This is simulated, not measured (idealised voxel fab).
Process module name: voxel gate over fins
The cross-section on display is named cut; it measures 165 nm wide, and its cells are 5 nm squares.
Bands, listed from the top down, are how a cross-section gets written in this document; the cross-section itself is a grid of square cells, and a band is one or more rows of them. Band entry format. Leading values: height of top, height of bottom, nm. Remainder: materials in left-to-right order, each with its width in nm. Special words: "all across" on a single material, which then fills the band edge to edge; "air", empty space. Heights are measured from 0, the level below which the as-received wafer is all one material; the lowest band has no bottom and continues downward, written as in "0 and below". A two-number width, for instance "30 to 40", indicates that the width is equal to the first number in the top row of the band and to the second number in the bottom row, and that it changes by a constant amount per row of cells. No cell of the cross-section changed in a step that is given as "no change occurred". "Sealed void inventory" - sealed voids, min. 8 cells, no opening to top; format: width x height at distance (distance from left edge; nm throughout). Whatever follows a step's settings on its line is a remark the simulator itself makes about that step. "overlay nm" denotes, for a step that has a mask, the displacement of the mask to the right of its planned place, with negative values corresponding to the left.

# plan
1,RECEIVE, material Si
2,CONFORMAL_DEP, material SiN, thk nm 10
3,MASKED_ETCH, tone cover, mask id FINS, width nm 15, pitch nm 55, etch materials SiN, depth nm 10, overlay nm 0
4,MASKED_ETCH, tone cover, mask id FINS, width nm 15, pitch nm 55, etch materials Si, depth nm 30, overlay nm 0
5,OXIDIZE, depth nm 5
6,FILL_DEP, material SiO2, thk nm 5
7,CMP, height nm 10
8,DIRECTIONAL_DEP, material aC, thk nm 10
9,PATTERN, tone open, mask id RAIL, material resist, width nm 15, thk nm 30, overlay nm 0
10,DIRECTIONAL_ETCH, etch materials aC, depth nm 10
11,STRIP, etch materials resist
12,DIRECTIONAL_ETCH, etch materials SiO2, depth nm 35
13,STRIP, etch materials aC
14,CONFORMAL_DEP, material TiN, thk nm 5
15,FILL_DEP, material W, thk nm 5
16,CMP, height nm 10
17,SELECTIVE_ETCH, etch materials W Ru TiN, depth nm 30
18,FILL_DEP, material SiO2, thk nm 5
19,CMP, height nm 10
20,SELECTIVE_ETCH, etch materials SiO2, depth nm 20
21,STRIP, etch materials SiN
22,CONFORMAL_DEP, material HfO2, thk nm 5
23,CONFORMAL_DEP, material TiN, thk nm 5
24,CONFORMAL_DEP, material TiAl, thk nm 5
25,CONFORMAL_DEP, material TiN, thk nm 5
26,FILL_DEP, material W, thk nm 10
27,CMP, height nm 25
28,CONFORMAL_DEP, material SiN, thk nm 10

# Wafer, first of two, run as planned

# Cross-section of the wafer as it came to us, i.e., already through step 1
* 0 and below = Si all across
* Sealed void inventory: none

# Wafer section view after processing step 2
* 10 down to 0 = SiN all across
* Unchanged below 0.

# Wafer section view after processing step 3
* 10 down to 0 = air 45 | SiN 15 | air 40 | SiN 15 | air 50
* Unchanged below 0.

# Wafer section view after processing step 4
* 10 down to 0 = air 45 | SiN 15 | air 40 | SiN 15 | air 50
* 0 down to -30 = air 45 | Si 15 | air 40 | Si 15 | air 50
* Unchanged below -30.

# Wafer section view after processing step 5
* 10 down to 0 = air 45 | SiN 15 | air 40 | SiN 15 | air 50
* 0 down to -30 = air 45 | SiO2 5 | Si 5 | SiO2 5 | air 40 | SiO2 5 | Si 5 | SiO2 5 | air 50
* -30 down to -35 = SiO2 50 | Si 5 | SiO2 50 | Si 5 | SiO2 55
* Unchanged below -35.

# Wafer section view after processing step 6
* 15 down to 10 = SiO2 all across
* 10 down to 0 = SiO2 45 | SiN 15 | SiO2 40 | SiN 15 | SiO2 50
* 0 down to -35 = SiO2 50 | Si 5 | SiO2 50 | Si 5 | SiO2 55
* Unchanged below -35.

# Wafer section view after processing step 7
* 10 down to 0 = SiO2 45 | SiN 15 | SiO2 40 | SiN 15 | SiO2 50
* Unchanged below 0.

# Wafer section view after processing step 8
* 20 down to 10 = aC all across
* Unchanged below 10.

# Wafer section view after processing step 9
* 50 down to 20 = resist 70 | air 15 | resist 80
* Unchanged below 20.

# Wafer section view after processing step 10
* 40 down to 20 = resist 70 | air 15 | resist 80
* 20 down to 10 = aC 70 | air 15 | aC 80
* Unchanged below 10.

# Wafer section view after processing step 11
* 20 down to 10 = aC 70 | air 15 | aC 80
* Unchanged below 10.

# Wafer section view after processing step 12
* 20 down to 10 = aC 70 | air 15 | aC 80
* 10 down to 0 = SiO2 45 | SiN 15 | SiO2 10 | air 15 | SiO2 15 | SiN 15 | SiO2 50
* 0 down to -25 = SiO2 50 | Si 5 | SiO2 15 | air 15 | SiO2 20 | Si 5 | SiO2 55
* Unchanged below -25.

# Wafer section view after processing step 13
* 10 down to 0 = SiO2 45 | SiN 15 | SiO2 10 | air 15 | SiO2 15 | SiN 15 | SiO2 50
* Unchanged below 0.

# Wafer section view after processing step 14
* 15 down to 10 = TiN 75 | air 5 | TiN 85
* 10 down to 0 = SiO2 45 | SiN 15 | SiO2 10 | TiN 5 | air 5 | TiN 5 | SiO2 15 | SiN 15 | SiO2 50
* 0 down to -20 = SiO2 50 | Si 5 | SiO2 15 | TiN 5 | air 5 | TiN 5 | SiO2 20 | Si 5 | SiO2 55
* -20 down to -25 = SiO2 50 | Si 5 | SiO2 15 | TiN 15 | SiO2 20 | Si 5 | SiO2 55
* Unchanged below -25.

# Wafer section view after processing step 15
* 20 down to 15 = W all across
* 15 down to 10 = TiN 75 | W 5 | TiN 85
* 10 down to 0 = SiO2 45 | SiN 15 | SiO2 10 | TiN 5 | W 5 | TiN 5 | SiO2 15 | SiN 15 | SiO2 50
* 0 down to -20 = SiO2 50 | Si 5 | SiO2 15 | TiN 5 | W 5 | TiN 5 | SiO2 20 | Si 5 | SiO2 55
* Unchanged below -20.

# Wafer section view after processing step 16
* 10 down to 0 = SiO2 45 | SiN 15 | SiO2 10 | TiN 5 | W 5 | TiN 5 | SiO2 15 | SiN 15 | SiO2 50
* Unchanged below 0.

# Wafer section view after processing step 17
* 10 down to 0 = SiO2 45 | SiN 15 | SiO2 10 | air 15 | SiO2 15 | SiN 15 | SiO2 50
* 0 down to -20 = SiO2 50 | Si 5 | SiO2 15 | air 15 | SiO2 20 | Si 5 | SiO2 55
* Unchanged below -20.

# Wafer section view after processing step 18
* 15 down to 10 = SiO2 all across
* 10 down to 0 = SiO2 45 | SiN 15 | SiO2 40 | SiN 15 | SiO2 50
* 0 down to -20 = SiO2 50 | Si 5 | SiO2 50 | Si 5 | SiO2 55
* Unchanged below -20.

# Wafer section view after processing step 19
* 10 down to 0 = SiO2 45 | SiN 15 | SiO2 40 | SiN 15 | SiO2 50
* Unchanged below 0.

# Wafer section view after processing step 20
* 10 down to 0 = air 45 | SiN 15 | air 40 | SiN 15 | air 50
* 0 down to -10 = air 50 | Si 5 | air 50 | Si 5 | air 55
* Unchanged below -10.

# Wafer section view after processing step 21
* 0 down to -10 = air 50 | Si 5 | air 50 | Si 5 | air 55
* Unchanged below -10.

# Wafer section view after processing step 22
* 5 down to 0 = air 45 | HfO2 15 | air 40 | HfO2 15 | air 50
* 0 down to -5 = air 45 | HfO2 5 | Si 5 | HfO2 5 | air 40 | HfO2 5 | Si 5 | HfO2 5 | air 50
* -5 down to -10 = HfO2 50 | Si 5 | HfO2 50 | Si 5 | HfO2 55
* Unchanged below -10.

# Wafer section view after processing step 23
* 10 down to 5 = air 40 | TiN 25 | air 30 | TiN 25 | air 45
* 5 down to 0 = air 40 | TiN 5 | HfO2 15 | TiN 5 | air 30 | TiN 5 | HfO2 15 | TiN 5 | air 45
* 0 down to -5 = TiN 45 | HfO2 5 | Si 5 | HfO2 5 | TiN 40 | HfO2 5 | Si 5 | HfO2 5 | TiN 50
* Unchanged below -5.

# Wafer section view after processing step 24
* 15 down to 10 = air 35 | TiAl 35 | air 20 | TiAl 35 | air 40
* 10 down to 5 = air 35 | TiAl 5 | TiN 25 | TiAl 5 | air 20 | TiAl 5 | TiN 25 | TiAl 5 | air 40
* 5 down to 0 = TiAl 40 | TiN 5 | HfO2 15 | TiN 5 | TiAl 30 | TiN 5 | HfO2 15 | TiN 5 | TiAl 45
* Unchanged below 0.

# Wafer section view after processing step 25
* 20 down to 15 = air 30 | TiN 45 | air 10 | TiN 45 | air 35
* 15 down to 10 = air 30 | TiN 5 | TiAl 35 | TiN 5 | air 10 | TiN 5 | TiAl 35 | TiN 5 | air 35
* 10 down to 5 = TiN 35 | TiAl 5 | TiN 25 | TiAl 5 | TiN 20 | TiAl 5 | TiN 25 | TiAl 5 | TiN 40
* Unchanged below 5.

# Wafer section view after processing step 26
* 30 down to 20 = W all across
* 20 down to 15 = W 30 | TiN 45 | W 10 | TiN 45 | W 35
* 15 down to 10 = W 30 | TiN 5 | TiAl 35 | TiN 5 | W 10 | TiN 5 | TiAl 35 | TiN 5 | W 35
* Unchanged below 10.

# Wafer section view after processing step 27
* 25 down to 20 = W all across
* Unchanged below 20.

# Wafer section view after processing step 28
* 35 down to 25 = SiN all across
* Unchanged below 25.

# Wafer two of two - same starting point, same process plan, one mistake in execution; matches wafer one up to and including step 24

# Look at the second wafer in cross-section at the time step 25 ought to have finished
* 20 down to 10 = air 30 | TiAl 45 | air 10 | TiAl 45 | air 35
* 10 down to 5 = TiAl 40 | TiN 25 | TiAl 30 | TiN 25 | TiAl 45
* Unchanged below 5.

# Look at the second wafer in cross-section at the time step 26 ought to have finished
* 30 down to 20 = W all across
* 20 down to 10 = W 30 | TiAl 45 | W 10 | TiAl 45 | W 35
* Unchanged below 10.

# Look at the second wafer in cross-section at the time step 27 ought to have finished
* 25 down to 20 = W all across
* Unchanged below 20.

# Look at the second wafer in cross-section at the time step 28 ought to have finished
* 35 down to 25 = SiN all across
* Unchanged below 25.
The mistake made against the process plan was this: not per plan at step 25, really ran CONFORMAL_DEP, material TiAl, thk nm 5
Final cells, second wafer relative to first, materials higher or lower: TiAl +41, TiN -41
